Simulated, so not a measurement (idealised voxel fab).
The document below concerns the process module designated voxel transistor to metal.
Cross-sectional view cut (width: 160 nm; square cell size: 5 nm).
A cross-section in this document is a grid of square cells, and it is written down as bands, the top band listed before the ones below it; a band is made up of one or more rows of cells.
This entry defines a band. It first specifies the height of the band's top and the height of its bottom in nm, and then specifies the band's materials from left to right, stating each material with its width in nm. The word "full width" identifies a single material that fills the band from edge to edge, while the word "blank" identifies empty space.
Height datum 0, below which the as-received substrate wafer is one material. Lowest band open at the bottom, running downward: "from 0 down".
Graded width ("30..40"): value in top row of band = first number; value in bottom row = second number; row-to-row change constant.
Given "identical to before" for a step, no cell of the cross-section differs between before and after that step.
Look at "Unvented voids" for the closed voids: empty spaces with no open path to the top, sized 8 cells or up. Each is width x height at distance, distance from the left edge, all nm.
Step line, after settings: the simulator's comment on this step.
overlay nm: on a step with a mask, how far right of its planned place the mask lay; negative means left.

The planned process steps are enumerated hereunder:
1,RECEIVE (material Si)
2,OXIDIZE (depth nm 5)
3,CONFORMAL_DEP (material SiN; thk nm 10)
4,MASKED_ETCH (tone cover; mask id ACTIVE; width nm 100; etch materials SiN; depth nm 10; overlay nm 0)
5,MASKED_ETCH (tone cover; mask id ACTIVE; width nm 100; etch materials SiO2; depth nm 5; overlay nm 0)
6,MASKED_ETCH (tone cover; mask id ACTIVE; width nm 100; etch materials Si; depth nm 25; overlay nm 0)
7,OXIDIZE (depth nm 5)
8,FILL_DEP (material SiO2; thk nm 15)
9,CMP (height nm 10)
10,SELECTIVE_ETCH (etch materials SiO2; depth nm 5)
11,STRIP (etch materials SiN)
12,SELECTIVE_ETCH (etch materials SiO2; depth nm 5)
13,OXIDIZE (depth nm 5)
14,DIRECTIONAL_DEP (material polySi; thk nm 30)
15,DIRECTIONAL_DEP (material SiCN; thk nm 10)
16,MASKED_ETCH (tone cover; mask id GATE; width nm 20; etch materials SiCN; depth nm 20; overlay nm 0)
17,MASKED_ETCH (tone cover; mask id GATE; width nm 20; etch materials polySi; depth nm 40; overlay nm 0)
18,CONFORMAL_DEP (material SiN; thk nm 5)
19,DIRECTIONAL_ETCH (etch materials SiN; depth nm 5)
20,DIRECTIONAL_ETCH (etch materials SiO2; depth nm 5)
21,EPI (material pSi; thk nm 5)
22,FILL_DEP (material SiO2; thk nm 10)
23,CMP (height nm 35)
24,DIRECTIONAL_DEP (material SiO2; thk nm 15)
25,MASKED_ETCH (tone open; mask id CONTACT; width nm 15; pitch nm 75; etch materials SiO2; depth nm 55; overlay nm 0)
26,CONFORMAL_DEP (material TiN; thk nm 5)
27,FILL_DEP (material Ru; thk nm 5)
28,CMP (height nm 50)
29,CONFORMAL_DEP (material SiCN; thk nm 5)
30,DIRECTIONAL_DEP (material SiO2; thk nm 25)
31,PATTERN (tone open; mask id METAL_1; material resist; width nm 15; pitch nm 75; thk nm 15; overlay nm 0)
32,DIRECTIONAL_ETCH (etch materials SiO2; depth nm 25)
33,DIRECTIONAL_ETCH (etch materials SiCN; depth nm 5)
34,STRIP (etch materials resist)
35,CONFORMAL_DEP (material TiN; thk nm 5)
36,FILL_DEP (material Ru; thk nm 5)
37,CMP (height nm 80)
38,EPI (material Ru; thk nm 5)
39,FILL_DEP (material SiCN; thk nm 5)

Cross-sectional view of the wafer in its as-received condition, corresponding to the state after step 1:
from 0 down  Si full width
Unvented voids: none

Post-module cross-section: identical start and plan to those above, one misstep in execution:
from 85 to 80  blank 30 nm | Ru 25 nm | blank 50 nm | Ru 25 nm | blank 30 nm
from 80 to 55  SiO2 35 nm | TiN 5 nm | Ru 5 nm | TiN 5 nm | SiO2 60 nm | TiN 5 nm | Ru 5 nm | TiN 5 nm | SiO2 35 nm
from 55 to 50  SiCN 35 nm | TiN 15 nm | SiCN 60 nm | TiN 15 nm | SiCN 35 nm
from 50 to 35  SiO2 35 nm | TiN 5 nm | Ru 5 nm | TiN 5 nm | SiO2 60 nm | TiN 5 nm | Ru 5 nm | TiN 5 nm | SiO2 35 nm
from 35 to 25  SiO2 35 nm | TiN 5 nm | Ru 5 nm | TiN 5 nm | SiO2 15 nm | SiN 5 nm | SiCN 20 nm | SiN 5 nm | SiO2 15 nm | TiN 5 nm | Ru 5 nm | TiN 5 nm | SiO2 35 nm
from 25 to 0  SiO2 35 nm | TiN 5 nm | Ru 5 nm | TiN 5 nm | SiO2 15 nm | SiN 5 nm | polySi 20 nm | SiN 5 nm | SiO2 15 nm | TiN 5 nm | Ru 5 nm | TiN 5 nm | SiO2 35 nm
from 0 to -5  SiO2 25 nm | SiN 5 nm | SiO2 5 nm | TiN 15 nm | SiO2 15 nm | SiN 5 nm | polySi 20 nm | SiN 5 nm | SiO2 15 nm | TiN 15 nm | SiO2 5 nm | SiN 5 nm | SiO2 25 nm
from -5 to -10  SiO2 30 nm | pSi 35 nm | SiO2 30 nm | pSi 35 nm | SiO2 30 nm
from -10 to -35  SiO2 35 nm | Si 90 nm | SiO2 35 nm
from -35 down  Si full width
Unvented voids: none
Processing error: it should be noted that step 39 of the plan was omitted and was not performed
